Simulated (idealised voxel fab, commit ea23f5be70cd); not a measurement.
The following is a process module called voxel gate over fins.
For reference, the cross-section in this document is cut, with width 290 nm and square cells of 5 nm.
In what follows, cross-sections appear as grids of square cells, described through bands that run from the top down, where every band is one or more rows of cells.
For a band, the entry starts with two heights in nm, that of the top and then that of the bottom, and carries on with the band's materials in order from left to right, each alongside its width in nm; the word "throughout" beside a single material means it fills the band edge to edge, and "air" means empty space.
Height datum 0, below which the as-received substrate wafer is one material. Lowest band open at the bottom, running downward: "0 -> down".
Quick explanation for "30..40": the width changes in equal steps down the rows of cells, from the first number in the band's top row to the second number in its bottom row.
Where the words "nothing was modified" appear for a step, the cross-section shows no cell changed by that step; every cell remained as before.
The entry titled "Enclosed empty spaces" provides the empty spaces that have no open way to the top, restricted to those of 8 cells or more. Each is presented as width x height at distance, the distance being measured from the left edge, with all three in nm.
Whatever follows a step's settings on its line is a remark the simulator itself makes about that step.
overlay nm: where the mask lay relative to plan, measured to the right, on steps with a mask; negatives go left.

# Planned step list for the process
1) RECEIVE (material Si)
2) CONFORMAL_DEP (material SiN; thk nm 5)
3) DIRECTIONAL_DEP (material aC; thk nm 15)
4) PATTERN (tone cover; mask id FINS; material resist; width nm 15; pitch nm 60; thk nm 35; overlay nm 0)
5) DIRECTIONAL_ETCH (etch materials aC; depth nm 5)
6) STRIP (etch materials resist)
7) DIRECTIONAL_ETCH (etch materials SiN; depth nm 5)
8) DIRECTIONAL_ETCH (etch materials Si; depth nm 40)
9) STRIP (etch materials aC)
10) FILL_DEP (material SiO2; thk nm 15)
11) CMP (height nm 5)
12) PATTERN (tone open; mask id RAIL; material resist; width nm 15; thk nm 15; overlay nm 0)
13) DIRECTIONAL_ETCH (etch materials SiO2; depth nm 40)
14) STRIP (etch materials resist)
15) CONFORMAL_DEP (material TiN; thk nm 5)
16) FILL_DEP (material W; thk nm 5)
17) CMP (height nm 5)
18) SELECTIVE_ETCH (etch materials W Ru TiN; depth nm 20)
19) FILL_DEP (material SiO2; thk nm 5)
20) CMP (height nm 5)
21) SELECTIVE_ETCH (etch materials SiO2; depth nm 15)
22) STRIP (etch materials SiN)
23) CONFORMAL_DEP (material HfO2; thk nm 5)
24) CONFORMAL_DEP (material TiN; thk nm 5)
25) FILL_DEP (material W; thk nm 15)
26) CMP (height nm 20)
27) CONFORMAL_DEP (material SiCN; thk nm 10)
The plan's step 5 depth nm is the first wafer's value; the wafers differ in this setting and start identical.

# After step 1, as received: first of several wafers, cross-section
* 0 -> down  Si throughout
* Enclosed empty spaces: none

# Here's the first of several wafers in cross-section, end of the module, after the last step, step 27
* 30 -> 20  SiCN throughout
* 20 -> 10  W throughout
* 10 -> 5  TiN throughout
* 5 -> 0  HfO2 throughout
* 0 -> down  Si throughout
* Enclosed empty spaces: none

# Cross-section, last wafer, module completion
* 30 -> 20  SiCN throughout
* 20 -> 10  W throughout
* 10 -> 5  35 of W, 35 of TiN, 25 of W, 35 of TiN, 25 of W, 35 of TiN, 25 of W, 35 of TiN, 40 of W
* 5 -> 0  35 of W, 5 of TiN, 25 of HfO2, 5 of TiN, 25 of W, 5 of TiN, 25 of HfO2, 5 of TiN, 25 of W, 5 of TiN, 25 of HfO2, 5 of TiN, 25 of W, 5 of TiN, 25 of HfO2, 5 of TiN, 40 of W
* 0 -> -5  40 of TiN, 5 of HfO2, 15 of Si, 5 of HfO2, 35 of TiN, 5 of HfO2, 15 of Si, 5 of HfO2, 35 of TiN, 5 of HfO2, 15 of Si, 5 of HfO2, 35 of TiN, 5 of HfO2, 15 of Si, 5 of HfO2, 45 of TiN
* -5 -> -10  45 of HfO2, 15 of Si, 45 of HfO2, 15 of Si, 45 of HfO2, 15 of Si, 45 of HfO2, 15 of Si, 50 of HfO2
* -10 -> -15  45 of SiO2, 15 of Si, 45 of SiO2, 15 of Si, 45 of SiO2, 15 of Si, 45 of SiO2, 15 of Si, 50 of SiO2
* -15 -> -30  45 of SiO2, 15 of Si, 15 of SiO2, 5 of TiN, 5 of W, 5 of TiN, 15 of SiO2, 15 of Si, 45 of SiO2, 15 of Si, 45 of SiO2, 15 of Si, 50 of SiO2
* -30 -> -35  45 of SiO2, 15 of Si, 15 of SiO2, 15 of TiN, 15 of SiO2, 15 of Si, 45 of SiO2, 15 of Si, 45 of SiO2, 15 of Si, 50 of SiO2
* -35 -> -40  45 of SiO2, 15 of Si, 45 of SiO2, 15 of Si, 45 of SiO2, 15 of Si, 45 of SiO2, 15 of Si, 50 of SiO2
* -40 -> down  Si throughout
* Enclosed empty spaces: none

# Per-wafer rows below. For each material: cells gained (+) or lost (-) since the wafer was received, as of end of module. Then: closed voids
depth nm 5; +58 HfO2; +116 SiCN; +58 TiN; +116 W; Enclosed empty spaces: none
depth nm 10; +58 HfO2; +116 SiCN; +58 TiN; +116 W; Enclosed empty spaces: none
depth nm 15; +74 HfO2; -368 Si; +116 SiCN; +264 SiO2; +83 TiN; +179 W; Enclosed empty spaces: none
depth nm 20; +74 HfO2; -368 Si; +116 SiCN; +264 SiO2; +83 TiN; +179 W; Enclosed empty spaces: none
depth nm 25; +74 HfO2; -368 Si; +116 SiCN; +264 SiO2; +83 TiN; +179 W; Enclosed empty spaces: none
depth nm 30; +74 HfO2; -368 Si; +116 SiCN; +264 SiO2; +83 TiN; +179 W; Enclosed empty spaces: none
